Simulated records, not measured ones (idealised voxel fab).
process module | voxel self aligned contacts
cross-section cut | 215 nm wide | cells 5 nm
A cross-section is a grid of square cells, given in bands from the top down. A band is one or more rows of cells.
Each band's line starts with the height of the band's top and of its bottom, in nm. Then come its materials from left to right, each with its width in nm. One material with "throughout" fills the band from edge to edge. "air" is empty space.
Height 0 is the level under which the wafer as received is all one material. The lowest band goes on downwards, as in "0 down".
A width such as "30 to 40" changes by the same amount from each row of cells to the next, from the band's top row to its bottom row.
"no change" after a step means that no cell of the cross-section changed.
closed voids: empty space of 8 cells or more with no open way to the top, each as width x height at its distance from the left edge, in nm
after a step's settings: what the simulator itself notes on the step
overlay nm, on a step with a mask: how far to the right of its planned place the mask lay; to the left if negative
plan
1 op RECEIVE | material Si
2 op CONFORMAL_DEP | material SiO2 | thk nm 5
3 op DIRECTIONAL_DEP | material polySi | thk nm 30
4 op DIRECTIONAL_DEP | material SiN | thk nm 15
5 op DIRECTIONAL_DEP | material aC | thk nm 15
6 op PATTERN | tone cover | mask id GATE | material resist | width nm 35 | pitch nm 60 | thk nm 30 | overlay nm 0
7 op DIRECTIONAL_ETCH | etch materials aC | depth nm 15
8 op STRIP | etch materials resist
9 op DIRECTIONAL_ETCH | etch materials SiN | depth nm 15
10 op DIRECTIONAL_ETCH | etch materials polySi | depth nm 30
11 op STRIP | etch materials aC
12 op CONFORMAL_DEP | material SiN | thk nm 5
13 op DIRECTIONAL_ETCH | etch materials SiN | depth nm 5
14 op FILL_DEP | material SiO2 | thk nm 20
15 op CMP | height nm 60
16 op PATTERN | tone open | mask id CONTACT | material resist | width nm 45 | thk nm 20 | overlay nm 0
17 op DIRECTIONAL_ETCH | etch materials SiO2 | depth nm 60
18 op STRIP | etch materials resist
19 op CONFORMAL_DEP | material TiN | thk nm 5
20 op FILL_DEP | material W | thk nm 5
21 op CMP | height nm 60
22 op CONFORMAL_DEP | material SiN | thk nm 5
as received, after step 1
  0 down: Si throughout
  closed voids: none
a wafer at the end: this start, this plan, one mistake
  65 to 60: SiN throughout
  60 to 50: SiO2 85 | TiN 5 to 20 | W 35 to 5 | TiN 5 to 20 | SiO2 85
  50 to 35: SiO2 55 | SiN 45 | TiN 5 | W 5 | TiN 5 | SiN 45 | SiO2 55
  35 to 15: SiO2 55 | SiN 5 | polySi 35 | SiN 5 | TiN 5 | W 5 | TiN 5 | SiN 5 | polySi 35 | SiN 5 | SiO2 55
  15 to 10: SiO2 55 | SiN 5 | polySi 35 | SiN 5 | TiN 15 | SiN 5 | polySi 35 | SiN 5 | SiO2 55
  10 to 5: SiN 60 | polySi 35 | SiN 25 | polySi 35 | SiN 60
  5 to 0: SiO2 throughout
  0 down: Si throughout
  closed voids: none
what went wrong: steps 12 and 13 were swapped
